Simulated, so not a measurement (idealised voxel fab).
This section sets out a process module, namely voxel ribs on slabs.
We display cut, a cross-section 165 nm in width whose square cells are each 5 nm.
The cross-sections in this document take the form of a grid made of square cells. They are written out as bands, in order from top to bottom. Each band consists of one or more rows of cells. First you get the band's top height and its bottom height, in nm, and then the materials it's made of, left to right, with each width in nm. If you see a single material with "everywhere", that one covers the band edge to edge. "air" is empty space. A quick word on heights: they are counted from 0, and under that level the wafer as it came to us is one material throughout. The lowest band is different from the rest in having no bottom; it simply continues downward, written as in "0 and below". Quick explanation for "30->40": the width changes in equal steps down the rows of cells, from the first number in the band's top row to the second number in its bottom row. "nothing got changed" -> step changed no cross-section cell. The list in "Non-vented voids" covers empty spaces of 8 cells or more that cannot reach the top through any open way, and it gives each as width x height at distance; the distance is from the left edge, and width, height and distance are in nm. It should be noted that, on the line of a given step, the content following the step's settings is a remark produced by the simulator itself with respect to that step. overlay nm, on a step with a mask: how far to the right of its planned place the mask lay; to the left if negative.

These are the steps we planned for the process:
- 1: op RECEIVE | material Si
- 2: op DIRECTIONAL_DEP | material SiO2 | thk nm 30
- 3: op DIRECTIONAL_DEP | material polySi | thk nm 20
- 4: op MASKED_ETCH | tone cover | mask id RIB | width nm 30 | etch materials polySi | depth nm 15 | overlay nm 0
- 5: op MASKED_ETCH | tone cover | mask id SLAB | width nm 70 | etch materials polySi | depth nm 5 | overlay nm 0
- 6: op FILL_DEP | material SiO2 | thk nm 20
- 7: op CMP | height nm 60
- 8: op DIRECTIONAL_DEP | material W | thk nm 5
- 9: op PATTERN | tone cover | mask id HEATER | material resist | width nm 40 | thk nm 20 | overlay nm 0
- 10: op DIRECTIONAL_ETCH | etch materials W | depth nm 5
- 11: op STRIP | etch materials resist
- 12: op CONFORMAL_DEP | material SiO2 | thk nm 5

Wafer as received: cross-section following step 1:
  0 and below = Si everywhere
  Non-vented voids: none

a wafer at the end: this start, this plan, one mistake:
  70 down to 65 = 55 air, 50 SiO2, 60 air
  65 down to 60 = 60 SiO2, 40 W, 65 SiO2
  60 down to 20 = SiO2 everywhere
  20 down to 0 = polySi everywhere
  0 and below = Si everywhere
  Non-vented voids: none
Want to know what went wrong? steps 2 and 3 run out of order (swapped)
